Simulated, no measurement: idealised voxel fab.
Documented hereafter: the process module known as voxel capacitor over wiring.
The figure presents cross-section cut, which has a width of 300 nm and is divided into square cells with an edge length of 5 nm.
This document writes a cross-section as a grid whose cells are square, and gives it as bands, listed from the top down; one or more rows of cells form a band. What a band's entry tells you: where the top is and where the bottom is, as heights in nm, and after that what lies inside, material by material from left to right, each with its width in nm. Empty space is written as the word "empty", and a single material marked with the word "edge to edge" occupies the band from edge to edge. Convention: height 0 is the level below which the wafer, as received, is all one material. The lowest band does not terminate at the bottom but continues downward, represented as "0 and below". A two-number width, for instance "30..40", indicates that the width is equal to the first number in the top row of the band and to the second number in the bottom row, and that it changes by a constant amount per row of cells. "no modification" means the step left every cell of the cross-section as it was. In the "Closed void list" entry, you get each enclosed empty space of 8 cells or more, one with no open way to the top, written width x height at distance, distance from the left edge, in nm. What comes after the settings on a step's line is commentary from the simulator itself on that step. What "overlay nm" on a step's line means: if the step has a mask, that mask lay this far to the right of its planned place, or, when the value is negative, to the left.

## Steps planned for the process
step 1: RECEIVE with material Si
step 2: CONFORMAL_DEP with material SiO2, thk nm 15
step 3: CONFORMAL_DEP with material SiN, thk nm 5
step 4: DIRECTIONAL_DEP with material lowk, thk nm 20
step 5: DIRECTIONAL_DEP with material aC, thk nm 15
step 6: PATTERN with tone open, mask id METAL_1, material resist, width nm 20, pitch nm 85, thk nm 30, overlay nm 0
step 7: DIRECTIONAL_ETCH with etch materials aC, depth nm 15
step 8: STRIP with etch materials resist
step 9: DIRECTIONAL_ETCH with etch materials lowk, depth nm 20
step 10: DIRECTIONAL_ETCH with etch materials SiN, depth nm 5
step 11: STRIP with etch materials aC
step 12: CONFORMAL_DEP with material TiN, thk nm 5
step 13: FILL_DEP with material Cu, thk nm 10
step 14: CMP with height nm 40
step 15: CONFORMAL_DEP with material SiCN, thk nm 5
step 16: DIRECTIONAL_DEP with material lowk, thk nm 20
step 17: PATTERN with tone open, mask id PLUG_1, material resist, width nm 15, thk nm 20, overlay nm 0
step 18: DIRECTIONAL_ETCH with etch materials lowk, depth nm 20
step 19: DIRECTIONAL_ETCH with etch materials SiCN, depth nm 5
step 20: STRIP with etch materials resist
step 21: EPI with material Ru, thk nm 10
step 22: EPI with material Ru, thk nm 10
step 23: EPI with material Ru, thk nm 5
step 24: DIRECTIONAL_DEP with material TiN, thk nm 5
step 25: DIRECTIONAL_DEP with material SiN, thk nm 5
step 26: DIRECTIONAL_DEP with material TiN, thk nm 10
step 27: PATTERN with tone cover, mask id UPPER_PLATE, material resist, width nm 70, thk nm 15, overlay nm 0
step 28: DIRECTIONAL_ETCH with etch materials TiN, depth nm 10
step 29: DIRECTIONAL_ETCH with etch materials SiN, depth nm 5
step 30: STRIP with etch materials resist
step 31: MASKED_ETCH with tone cover, mask id LOWER_PLATE, width nm 80, etch materials TiN, depth nm 5, overlay nm 0
step 32: FILL_DEP with material SiO2, thk nm 20
step 33: CMP with height nm 100
step 34: MASKED_ETCH with tone open, mask id PLUG_2, width nm 15, etch materials SiO2, depth nm 15, overlay nm 0
step 35: CONFORMAL_DEP with material TiN, thk nm 5
step 36: FILL_DEP with material Cu, thk nm 10
step 37: CMP with height nm 100
step 38: CONFORMAL_DEP with material SiCN, thk nm 5

## Wafer at receipt (post step 1), cross-section
	0 and below | Si edge to edge
	Closed void list: none

## Here's the cross-section of the first of our two wafers at the end of the module - it ran as planned
	105 down to 100 | SiCN edge to edge
	100 down to 90 | SiO2 110  TiN 5  Cu 5  TiN 5  SiO2 175
	90 down to 85 | SiO2 110  TiN 15  SiO2 175
	85 down to 75 | SiO2 100  TiN 70  SiO2 130
	75 down to 70 | SiO2 100  SiN 70  SiO2 130
	70 down to 65 | SiO2 95  TiN 80  SiO2 125
	65 down to 45 | lowk 100  Ru 15  lowk 185
	45 down to 40 | SiCN 100  Ru 15  SiCN 185
	40 down to 20 | lowk 95  TiN 5  Cu 10  TiN 5  lowk 65  TiN 5  Cu 10  TiN 5  lowk 100
	20 down to 15 | SiN 95  TiN 20  SiN 65  TiN 20  SiN 100
	15 down to 0 | SiO2 edge to edge
	0 and below | Si edge to edge
	Closed void list: none

## Second of two wafers, module complete, sectioned: it shares the first wafer's start and plan but was run with one mistake
	105 down to 100 | SiCN edge to edge
	100 down to 90 | Cu 105  TiN 5  SiO2 15  TiN 5  Cu 170
	90 down to 85 | TiN 110  SiO2 15  TiN 175
	85 down to 75 | SiO2 100  TiN 70  SiO2 130
	75 down to 70 | SiO2 100  SiN 70  SiO2 130
	70 down to 65 | SiO2 95  TiN 80  SiO2 125
	65 down to 45 | lowk 100  Ru 15  lowk 185
	45 down to 40 | SiCN 100  Ru 15  SiCN 185
	40 down to 20 | lowk 95  TiN 5  Cu 10  TiN 5  lowk 65  TiN 5  Cu 10  TiN 5  lowk 100
	20 down to 15 | SiN 95  TiN 20  SiN 65  TiN 20  SiN 100
	15 down to 0 | SiO2 edge to edge
	0 and below | Si edge to edge
	Closed void list: none
Nonconformance to the process plan: step 34 was not run as planned; what actually ran was MASKED_ETCH with tone cover, mask id PLUG_2, width nm 15, etch materials SiO2, depth nm 15, overlay nm 0
Per the end-of-run cell counts, the second wafer holds more or fewer of some materials than the first: Cu +108, SiO2 -162, TiN +54
